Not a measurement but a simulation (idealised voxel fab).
process module | voxel wiring stack
cross-section cut | 225 nm wide | cells 5 nm
A cross-section is a grid of square cells, given in bands from the top down. A band is one or more rows of cells.
Each band's line starts with the height of the band's top and of its bottom, in nm. Then come its materials from left to right, each with its width in nm. One material with "throughout" fills the band from edge to edge. "air" is empty space.
Height 0 is the level under which the wafer as received is all one material. The lowest band goes on downwards, as in "0 down".
A width such as "30 to 40" changes by the same amount from each row of cells to the next, from the band's top row to its bottom row.
"no change" after a step means that no cell of the cross-section changed.
closed voids: empty space of 8 cells or more with no open way to the top, each as width x height at its distance from the left edge, in nm
after a step's settings: what the simulator itself notes on the step
overlay nm, on a step with a mask: how far to the right of its planned place the mask lay; to the left if negative
plan
1 op RECEIVE | material Si
2 op CONFORMAL_DEP | material SiO2 | thk nm 15
3 op DIRECTIONAL_DEP | material TiN | thk nm 5
4 op DIRECTIONAL_DEP | material Ru | thk nm 25
5 op PATTERN | tone cover | mask id METAL_1 | material resist | width nm 25 | pitch nm 40 | thk nm 20 | overlay nm 0
6 op DIRECTIONAL_ETCH | etch materials Ru | depth nm 25
7 op DIRECTIONAL_ETCH | etch materials TiN | depth nm 5
8 op STRIP | etch materials resist
9 op FILL_DEP | material SiO2 | thk nm 5
10 op CMP | height nm 45
11 op CONFORMAL_DEP | material SiCN | thk nm 5
12 op DIRECTIONAL_DEP | material SiO2 | thk nm 30
13 op PATTERN | tone open | mask id METAL_2_HOLES | material resist | width nm 15 | pitch nm 40 | thk nm 15 | overlay nm 0
14 op DIRECTIONAL_ETCH | etch materials SiO2 | depth nm 30
15 op STRIP | etch materials resist
16 op DIRECTIONAL_DEP | material aC | thk nm 15
17 op PATTERN | tone open | mask id METAL_2 | material resist | width nm 25 | pitch nm 40 | thk nm 35 | overlay nm 0
18 op DIRECTIONAL_ETCH | etch materials aC | depth nm 15
19 op STRIP | etch materials resist
20 op DIRECTIONAL_ETCH | etch materials SiO2 | depth nm 20
21 op DIRECTIONAL_ETCH | etch materials SiCN | depth nm 5
22 op STRIP | etch materials aC
23 op CONFORMAL_DEP | material TiN | thk nm 5
24 op FILL_DEP | material Ru | thk nm 10
25 op CMP | height nm 80
26 op CONFORMAL_DEP | material SiCN | thk nm 5
27 op DIRECTIONAL_DEP | material SiO2 | thk nm 35
28 op MASKED_ETCH | tone open | mask id METAL_3_HOLES | width nm 15 | etch materials SiO2 | depth nm 35 | overlay nm -15
29 op DIRECTIONAL_DEP | material aC | thk nm 10
30 op PATTERN | tone open | mask id METAL_3 | material resist | width nm 25 | pitch nm 40 | thk nm 25 | overlay nm 0
31 op DIRECTIONAL_ETCH | etch materials aC | depth nm 10
32 op STRIP | etch materials resist
33 op DIRECTIONAL_ETCH | etch materials SiO2 | depth nm 20
34 op DIRECTIONAL_ETCH | etch materials SiCN | depth nm 5
35 op STRIP | etch materials aC
36 op CONFORMAL_DEP | material TiN | thk nm 5
37 op FILL_DEP | material Cu | thk nm 10
38 op CMP | height nm 120
39 op CONFORMAL_DEP | material SiCN | thk nm 5
40 op DIRECTIONAL_DEP | material SiO2 | thk nm 25
41 op PATTERN | tone open | mask id METAL_4_HOLES | material resist | width nm 15 | thk nm 15 | overlay nm 0
42 op DIRECTIONAL_ETCH | etch materials SiO2 | depth nm 25
43 op STRIP | etch materials resist
44 op MASKED_ETCH | tone open | mask id METAL_4 | width nm 25 | pitch nm 40 | etch materials SiO2 | depth nm 15 | overlay nm 0
45 op MASKED_ETCH | tone open | mask id METAL_4 | width nm 25 | pitch nm 40 | etch materials SiCN | depth nm 5 | overlay nm 0
46 op CONFORMAL_DEP | material TiN | thk nm 5
47 op FILL_DEP | material Ru | thk nm 10
48 op CMP | height nm 150
49 op CONFORMAL_DEP | material SiN | thk nm 5
varied across the wafers: overlay nm of step 28. The plan shows the first wafer's value. All wafers start alike
first wafer as received, after step 1
  0 down: Si throughout
  closed voids: none
first wafer at the end, after step 49
  155 to 150: SiN throughout
  150 to 140: SiO2 80 | TiN 5 | Ru 15 | TiN 5 | SiO2 15 | TiN 5 | Ru 15 | TiN 5 | SiO2 80
  140 to 135: SiO2 80 | TiN 5 | Ru 5 | TiN 15 | SiO2 15 | TiN 25 | SiO2 80
  135 to 125: SiO2 80 | TiN 5 | Ru 5 | TiN 5 | SiO2 130
  125 to 120: SiCN 80 | TiN 15 | SiCN 130
  120 to 105: SiO2 65 | TiN 5 | Cu 30 | TiN 5 | SiO2 15 | TiN 5 | Cu 15 | TiN 5 | SiO2 80
  105 to 100: SiO2 65 | TiN 5 | Cu 5 | TiN 30 | SiO2 15 | TiN 25 | SiO2 80
  100 to 90: SiO2 65 | TiN 5 | Cu 5 | TiN 5 | SiO2 145
  90 to 85: SiO2 65 | TiN 15 | SiO2 145
  85 to 80: SiCN throughout
  80 to 65: SiO2 80 | TiN 5 | Ru 15 | TiN 5 | SiO2 15 | TiN 5 | Ru 15 | TiN 5 | SiO2 80
  65 to 60: SiO2 80 | TiN 5 | Ru 5 | TiN 15 | SiO2 15 | TiN 5 | Ru 5 | TiN 15 | SiO2 80
  60 to 50: SiO2 80 | TiN 5 | Ru 5 | TiN 5 | SiO2 25 | TiN 5 | Ru 5 | TiN 5 | SiO2 90
  50 to 45: SiCN 80 | TiN 15 | SiCN 25 | TiN 15 | SiCN 90
  45 to 20: SiO2 80 | Ru 25 | SiO2 15 | Ru 25 | SiO2 80
  20 to 15: SiO2 80 | TiN 25 | SiO2 15 | TiN 25 | SiO2 80
  15 to 0: SiO2 throughout
  0 down: Si throughout
  closed voids: none
last wafer at the end
  155 to 150: SiN throughout
  150 to 140: SiO2 80 | TiN 5 | Ru 15 | TiN 5 | SiO2 15 | TiN 5 | Ru 15 | TiN 5 | SiO2 80
  140 to 135: SiO2 80 | TiN 5 | Ru 5 | TiN 15 | SiO2 15 | TiN 25 | SiO2 80
  135 to 125: SiO2 80 | TiN 5 | Ru 5 | TiN 5 | SiO2 130
  125 to 120: SiCN 80 | TiN 15 | SiCN 130
  120 to 105: SiO2 80 | TiN 5 | Cu 20 | TiN 5 | SiO2 10 | TiN 5 | Cu 15 | TiN 5 | SiO2 80
  105 to 100: SiO2 80 | TiN 20 | Cu 5 | TiN 5 | SiO2 10 | TiN 25 | SiO2 80
  100 to 90: SiO2 95 | TiN 5 | Cu 5 | TiN 5 | SiO2 115
  90 to 85: SiO2 95 | TiN 15 | SiO2 115
  85 to 80: SiCN 95 | TiN 10 | SiCN 120
  80 to 65: SiO2 80 | TiN 5 | Ru 15 | TiN 5 | SiO2 15 | TiN 5 | Ru 15 | TiN 5 | SiO2 80
  65 to 60: SiO2 80 | TiN 5 | Ru 5 | TiN 15 | SiO2 15 | TiN 5 | Ru 5 | TiN 15 | SiO2 80
  60 to 50: SiO2 80 | TiN 5 | Ru 5 | TiN 5 | SiO2 25 | TiN 5 | Ru 5 | TiN 5 | SiO2 90
  50 to 45: SiCN 80 | TiN 15 | SiCN 25 | TiN 15 | SiCN 90
  45 to 20: SiO2 80 | Ru 25 | SiO2 15 | Ru 25 | SiO2 80
  20 to 15: SiO2 80 | TiN 25 | SiO2 15 | TiN 25 | SiO2 80
  15 to 0: SiO2 throughout
  0 down: Si throughout
  closed voids: none
each wafer at the end: cells of each material gained (+) or lost (-) since it was received, then its closed voids
overlay nm -15 | +30 Cu | +89 Ru | +126 SiCN | +45 SiN | +1006 SiO2 | +99 TiN | closed voids: none
overlay nm -10 | +27 Cu | +89 Ru | +125 SiCN | +45 SiN | +1010 SiO2 | +99 TiN | closed voids: none
overlay nm -5 | +24 Cu | +89 Ru | +124 SiCN | +45 SiN | +1014 SiO2 | +99 TiN | closed voids: none
overlay nm 0 | +22 Cu | +89 Ru | +123 SiCN | +45 SiN | +1018 SiO2 | +98 TiN | closed voids: none
overlay nm 5 | +22 Cu | +89 Ru | +123 SiCN | +45 SiN | +1018 SiO2 | +98 TiN | closed voids: none
overlay nm 10 | +22 Cu | +89 Ru | +123 SiCN | +45 SiN | +1018 SiO2 | +98 TiN | closed voids: none
overlay nm 15 | +24 Cu | +89 Ru | +124 SiCN | +45 SiN | +1014 SiO2 | +99 TiN | closed voids: none
